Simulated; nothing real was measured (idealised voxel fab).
Module name: voxel fin reveal (process module)
Each square cell in cross-section cut measures 5 nm, and the section as a whole is 150 nm wide.
If you're reading a cross-section in this doc, picture square cells in a grid; it comes to you as bands, top ones listed first down to the bottom, and a band can be one or more rows of cells. Top height, bottom height, nm. Materials left to right, width each, nm. Single material + "full width" = fills band edge to edge. "blank" = empty. Height 0 is the level under which the wafer as received is all one material. The lowest band goes on downwards, as in "0 down". You'd read "30->40" like this: the band's top row of cells is as wide as the first number, its bottom row is as wide as the second, and going down, every row changes width by the same amount as the row before did. "same as before", as given for a step, is the statement that not any cell of the cross-section underwent a change during that step. "Voids, fully enclosed": sealed empty spaces, 8 cells or more, no open way to top, listed width x height at distance, with distance from the left edge and width, height and distance in nm. after a step's settings: what the simulator itself notes on the step. overlay nm: for a step with a mask, the amount by which the mask lay right of where it was planned; a negative amount means left of it.

Steps in the process plan
1) RECEIVE: material Si
2) CONFORMAL_DEP: material SiN, thk nm 10
3) DIRECTIONAL_DEP: material aC, thk nm 10
4) PATTERN: tone cover, mask id FINS, material resist, width nm 15, pitch nm 40, thk nm 25, overlay nm 0
5) DIRECTIONAL_ETCH: etch materials aC, depth nm 10
6) STRIP: etch materials resist
7) DIRECTIONAL_ETCH: etch materials SiN, depth nm 10
8) DIRECTIONAL_ETCH: etch materials Si, depth nm 40
9) STRIP: etch materials aC
10) FILL_DEP: material SiO2, thk nm 5
11) CMP: height nm 10
12) SELECTIVE_ETCH: etch materials SiO2, depth nm 25
13) STRIP: etch materials SiN

Cross-section of the incoming wafer, state after step 1
0 down  Si full width
Voids, fully enclosed: none

Cross-section, end of module. Start: as above. Plan: as above. Execution: one mistake
0 to -15  blank 40 nm, Si 25 nm, blank 15 nm, Si 25 nm, blank 45 nm
-15 to -40  SiO2 40 nm, Si 25 nm, SiO2 15 nm, Si 25 nm, SiO2 45 nm
-40 down  Si full width
Voids, fully enclosed: none
Heads up, the wafer didn't run the way we planned it: so step 4 ended up running with a different setting than we planned, it ran as PATTERN: tone cover, mask id FINS, material resist, width nm 25, pitch nm 40, thk nm 25, overlay nm 0
